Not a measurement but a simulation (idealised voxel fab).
The following process module bears the name voxel quadruple lines.
It is cross-section cut that appears here, measuring 200 nm in width, its square cells being 5 nm in size.
Bands, listed from the top down, are how a cross-section gets written in this document; the cross-section itself is a grid of square cells, and a band is one or more rows of them.
Band: top and bottom heights (nm) first, top before bottom; then materials from left to right, widths in nm. "everywhere" marks a sole material filling the band edge to edge. "blank" denotes empty space.
Beneath 0, the wafer as received is one material, and that level is where height counting begins. The lowest band goes on downward without a bottom; it is written like "0 and below".
The width entry "30..40" should be interpreted row by row: the top row of cells in the band takes the first number, the bottom row takes the second number, and the change between adjacent rows is uniform throughout.
Take "no change occurred" at face value: in the step it is given for, the cross-section changed in none of its cells.
Basically, "Sealed cavities" tells you about the enclosed voids: empty spaces with no open way to the top, 8 cells or bigger, each written width x height at distance, where distance is from the left edge, all in nm.
Heads up: the bit after the settings on a step's line is the simulator's remark on that step.
What "overlay nm" on a step's line means: if the step has a mask, that mask lay this far to the right of its planned place, or, when the value is negative, to the left.

Intended process steps
1,RECEIVE | material Si
2,CONFORMAL_DEP | material Al2O3 | thk nm 5
3,DIRECTIONAL_DEP | material Ru | thk nm 10
4,DIRECTIONAL_DEP | material polySi | thk nm 20
5,DIRECTIONAL_DEP | material aC | thk nm 20
6,PATTERN | tone cover | mask id MANDREL | material resist | width nm 20 | pitch nm 60 | thk nm 30 | overlay nm 0
7,DIRECTIONAL_ETCH | etch materials aC | depth nm 20
8,STRIP | etch materials resist
9,CONFORMAL_DEP | material SiO2 | thk nm 10
10,DIRECTIONAL_ETCH | etch materials SiO2 | depth nm 10
11,STRIP | etch materials aC
12,DIRECTIONAL_ETCH | etch materials polySi | depth nm 20
13,STRIP | etch materials SiO2
14,CONFORMAL_DEP | material SiN | thk nm 5
15,DIRECTIONAL_ETCH | etch materials SiN | depth nm 5
16,STRIP | etch materials polySi
17,DIRECTIONAL_ETCH | etch materials Ru | depth nm 10
18,STRIP | etch materials SiN
19,FILL_DEP | material SiO2 | thk nm 10
20,CMP | height nm 15

Cross-section of the wafer as it came to us, i.e., already through step 1
0 and below: Si everywhere
Sealed cavities: none

Sectioned view, first of two wafers, at the close of the module, processed as intended in the plan
15 down to 5: SiO2: 45 | Ru: 5 | SiO2: 10 | Ru: 5 | SiO2: 10 | Ru: 5 | SiO2: 10 | Ru: 5 | SiO2: 10 | Ru: 5 | SiO2: 10 | Ru: 5 | SiO2: 10 | Ru: 5 | SiO2: 10 | Ru: 5 | SiO2: 45
5 down to 0: Al2O3 everywhere
0 and below: Si everywhere
Sealed cavities: none

Wafer two cross-section, module end. Start and plan unchanged from wafer one; one mistake made during the run
15 down to 5: SiO2: 55 | Ru: 5 | SiO2: 10 | Ru: 5 | SiO2: 10 | Ru: 5 | SiO2: 10 | Ru: 5 | SiO2: 10 | Ru: 5 | SiO2: 10 | Ru: 5 | SiO2: 10 | Ru: 5 | SiO2: 10 | Ru: 5 | SiO2: 35
5 down to 0: Al2O3 everywhere
0 and below: Si everywhere
Sealed cavities: none
Here's what went sideways: off-plan run, step 6, actual operation and settings PATTERN | tone cover | mask id MANDREL | material resist | width nm 20 | pitch nm 60 | thk nm 30 | overlay nm 10
Both wafers, final: cells per material equal; arrangement not.
